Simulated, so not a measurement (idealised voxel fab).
process module | voxel wiring stack
cross-section cut | 280 nm wide | cells 5 nm
A cross-section is a grid of square cells, given in bands from the top down. A band is one or more rows of cells.
Each band's line starts with the height of the band's top and of its bottom, in nm. Then come its materials from left to right, each with its width in nm. One material with "throughout" fills the band from edge to edge. "air" is empty space.
Height 0 is the level under which the wafer as received is all one material. The lowest band goes on downwards, as in "0 down".
A width such as "30 to 40" changes by the same amount from each row of cells to the next, from the band's top row to its bottom row.
"no change" after a step means that no cell of the cross-section changed.
closed voids: empty space of 8 cells or more with no open way to the top, each as width x height at its distance from the left edge, in nm
after a step's settings: what the simulator itself notes on the step
overlay nm, on a step with a mask: how far to the right of its planned place the mask lay; to the left if negative
plan
1 op RECEIVE | material Si
2 op CONFORMAL_DEP | material SiO2 | thk nm 10
3 op CONFORMAL_DEP | material SiN | thk nm 5
4 op DIRECTIONAL_DEP | material lowk | thk nm 15
5 op PATTERN | tone open | mask id METAL_1 | material resist | width nm 20 | pitch nm 35 | thk nm 15 | overlay nm 0
6 op DIRECTIONAL_ETCH | etch materials lowk | depth nm 15
7 op DIRECTIONAL_ETCH | etch materials SiN | depth nm 5
8 op STRIP | etch materials resist
9 op CONFORMAL_DEP | material TiN | thk nm 5
10 op FILL_DEP | material Ru | thk nm 5
11 op CMP | height nm 30
12 op CONFORMAL_DEP | material SiCN | thk nm 5
13 op DIRECTIONAL_DEP | material lowk | thk nm 30
14 op PATTERN | tone open | mask id METAL_2_HOLES | material resist | width nm 15 | pitch nm 35 | thk nm 20 | overlay nm 0
15 op DIRECTIONAL_ETCH | etch materials lowk | depth nm 30
16 op STRIP | etch materials resist
17 op DIRECTIONAL_DEP | material aC | thk nm 10
18 op PATTERN | tone open | mask id METAL_2 | material resist | width nm 20 | pitch nm 35 | thk nm 30 | overlay nm 0
19 op DIRECTIONAL_ETCH | etch materials aC | depth nm 10
20 op STRIP | etch materials resist
21 op DIRECTIONAL_ETCH | etch materials lowk | depth nm 20
22 op DIRECTIONAL_ETCH | etch materials SiCN | depth nm 5
23 op STRIP | etch materials aC
24 op CONFORMAL_DEP | material TiN | thk nm 5
25 op FILL_DEP | material Cu | thk nm 10
26 op CMP | height nm 65
27 op CONFORMAL_DEP | material SiCN | thk nm 5
28 op DIRECTIONAL_DEP | material SiO2 | thk nm 15
29 op MASKED_ETCH | tone open | mask id PLUG_2 | width nm 15 | pitch nm 35 | etch materials SiO2 | depth nm 15 | overlay nm 0
30 op MASKED_ETCH | tone open | mask id PLUG_2 | width nm 15 | pitch nm 35 | etch materials SiCN | depth nm 5 | overlay nm 0
31 op CONFORMAL_DEP | material TiN | thk nm 5
32 op FILL_DEP | material W | thk nm 5
33 op CMP | height nm 85
34 op CONFORMAL_DEP | material SiN | thk nm 5
35 op DIRECTIONAL_DEP | material SiO2 | thk nm 15
36 op MASKED_ETCH | tone open | mask id METAL_3 | width nm 20 | pitch nm 35 | etch materials SiO2 | depth nm 15 | overlay nm 0
37 op MASKED_ETCH | tone open | mask id METAL_3 | width nm 20 | pitch nm 35 | etch materials SiN | depth nm 5 | overlay nm 0
38 op CONFORMAL_DEP | material TiN | thk nm 5
39 op FILL_DEP | material Ru | thk nm 10
40 op CMP | height nm 105
41 op CONFORMAL_DEP | material SiCN | thk nm 5
42 op DIRECTIONAL_DEP | material lowk | thk nm 30
43 op MASKED_ETCH | tone open | mask id METAL_4 | width nm 20 | pitch nm 35 | etch materials lowk | depth nm 15 | overlay nm 0
44 op MASKED_ETCH | tone open | mask id METAL_4_HOLES | width nm 15 | pitch nm 70 | etch materials lowk | depth nm 15 | overlay nm 0
45 op MASKED_ETCH | tone open | mask id METAL_4_HOLES | width nm 15 | pitch nm 70 | etch materials SiCN | depth nm 5 | overlay nm 0
46 op CONFORMAL_DEP | material TiN | thk nm 5
47 op FILL_DEP | material Ru | thk nm 5
48 op CMP | height nm 140
49 op CONFORMAL_DEP | material SiN | thk nm 5
as received, after step 1
  0 down: Si throughout
  closed voids: none
a wafer at the end: this start, this plan, one mistake
  145 to 140: SiN throughout
  140 to 130: lowk 95 | TiN 5 | Ru 10 | TiN 5 | lowk 15 | TiN 5 | Ru 10 | TiN 5 | lowk 15 | TiN 5 | Ru 10 | TiN 5 | lowk 95
  130 to 125: lowk 95 | TiN 5 | Ru 5 | TiN 10 | lowk 15 | TiN 20 | lowk 15 | TiN 5 | Ru 5 | TiN 10 | lowk 95
  125 to 110: lowk 95 | TiN 5 | Ru 5 | TiN 5 | lowk 55 | TiN 5 | Ru 5 | TiN 5 | lowk 100
  110 to 105: SiCN 95 | TiN 15 | SiCN 55 | TiN 15 | SiCN 100
  105 to 95: Ru 90 | TiN 5 | SiO2 20 | TiN 5 | Ru 5 | TiN 5 | SiO2 20 | TiN 5 | Ru 5 | TiN 5 | SiO2 20 | TiN 5 | Ru 90
  95 to 90: TiN 95 | SiO2 20 | TiN 15 | SiO2 20 | TiN 15 | SiO2 20 | TiN 95
  90 to 85: SiN throughout
  85 to 70: SiO2 95 | TiN 5 | W 5 | TiN 5 | SiO2 20 | TiN 5 | W 5 | TiN 5 | SiO2 20 | TiN 5 | W 5 | TiN 5 | SiO2 100
  70 to 65: SiCN 95 | TiN 15 | SiCN 20 | TiN 15 | SiCN 20 | TiN 15 | SiCN 100
  65 to 50: lowk 95 | TiN 5 | Cu 10 | TiN 5 | lowk 15 | TiN 5 | Cu 10 | TiN 5 | lowk 15 | TiN 5 | Cu 10 | TiN 5 | lowk 95
  50 to 45: lowk 95 | TiN 5 | Cu 5 | TiN 10 | lowk 15 | TiN 5 | Cu 5 | TiN 10 | lowk 15 | TiN 5 | Cu 5 | TiN 10 | lowk 95
  45 to 35: lowk 95 | TiN 5 | Cu 5 | TiN 5 | lowk 20 | TiN 5 | Cu 5 | TiN 5 | lowk 20 | TiN 5 | Cu 5 | TiN 5 | lowk 100
  35 to 30: SiCN 95 | TiN 15 | SiCN 20 | TiN 15 | SiCN 20 | TiN 15 | SiCN 100
  30 to 15: lowk 95 | TiN 5 | Ru 10 | TiN 5 | lowk 15 | TiN 5 | Ru 10 | TiN 5 | lowk 15 | TiN 5 | Ru 10 | TiN 5 | lowk 95
  15 to 10: SiN 95 | TiN 20 | SiN 15 | TiN 20 | SiN 15 | TiN 20 | SiN 95
  10 to 0: SiO2 throughout
  0 down: Si throughout
  closed voids: none
what went wrong: step 36 ran as: op MASKED_ETCH | tone cover | mask id METAL_3 | width nm 20 | pitch nm 35 | etch materials SiO2 | depth nm 15 | overlay nm 0
